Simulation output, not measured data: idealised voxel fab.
Proc. module: voxel gate over fins
This is section cut - it's 165 nm across, gridded in 5 nm square cells.
How to read a cross-section here: the picture is a grid of square cells, written as bands going from the top down, and any band can span one or more rows of cells. Each band's line starts with the height of the band's top and of its bottom, in nm. Then come its materials from left to right, each with its width in nm. One material with "full width" fills the band from edge to edge. "empty" is empty space. The reference from which all heights are counted is 0, the level beneath which the as-received wafer is entirely one material; the lowest band, having no lower bound, proceeds downward and is written after the example "0..down". Width: "30..40" (first number = top row, second number = bottom row, same change from row to row of cells). "stayed the same" after a step means that no cell of the cross-section changed. So "Enclosed void listing" is basically the list of trapped voids: any empty space of 8 cells or more that can't reach the top through an opening. They're written width x height at distance, the distance being from the left edge, and it's all nm. On each step's line, the part that comes after the settings is the simulator's own comment on the step. overlay nm: mask offset rightward from planned place, masked step; negative means leftward offset.

## So here's the lineup of process steps we planned
1,RECEIVE: material Si
2,CONFORMAL_DEP: material SiN, thk nm 5
3,MASKED_ETCH: tone cover, mask id FINS, width nm 15, pitch nm 45, etch materials SiN, depth nm 5, overlay nm 0
4,MASKED_ETCH: tone cover, mask id FINS, width nm 15, pitch nm 45, etch materials Si, depth nm 30, overlay nm 0
5,OXIDIZE: depth nm 5
6,FILL_DEP: material SiO2, thk nm 10
7,CMP: height nm 5
8,SELECTIVE_ETCH: etch materials SiO2, depth nm 20
9,STRIP: etch materials SiN
10,CONFORMAL_DEP: material HfO2, thk nm 5
11,CONFORMAL_DEP: material TiN, thk nm 5
12,FILL_DEP: material W, thk nm 15
13,CMP: height nm 20
14,CONFORMAL_DEP: material SiN, thk nm 10

## Cross-section: wafer on arrival = after step 1
> 0..down  Si full width
> Enclosed void listing: none

## Same starting wafer, same plan as above, one mistake in the execution; this is the cross-section at the end of the module
> 30..20  SiN full width
> 20..10  W full width
> 10..5  W (25)  HfO2 (25)  W (20)  HfO2 (25)  W (20)  HfO2 (25)  W (25)
> 5..0  W (25)  HfO2 (5)  TiN (15)  HfO2 (5)  W (20)  HfO2 (5)  TiN (15)  HfO2 (5)  W (20)  HfO2 (5)  TiN (15)  HfO2 (5)  W (25)
> 0..-5  W (25)  HfO2 (5)  TiN (5)  Si (5)  TiN (5)  HfO2 (5)  W (20)  HfO2 (5)  TiN (5)  Si (5)  TiN (5)  HfO2 (5)  W (20)  HfO2 (5)  TiN (5)  Si (5)  TiN (5)  HfO2 (5)  W (25)
> -5..-10  HfO2 (30)  TiN (5)  Si (5)  TiN (5)  HfO2 (30)  TiN (5)  Si (5)  TiN (5)  HfO2 (30)  TiN (5)  Si (5)  TiN (5)  HfO2 (30)
> -10..-15  TiN (35)  Si (5)  TiN (40)  Si (5)  TiN (40)  Si (5)  TiN (35)
> -15..-35  SiO2 (35)  Si (5)  SiO2 (40)  Si (5)  SiO2 (40)  Si (5)  SiO2 (35)
> -35..down  Si full width
> Enclosed void listing: none
The mistake made against the process plan was this: a sequencing error occurred in which plan steps 10 and 11 were transposed
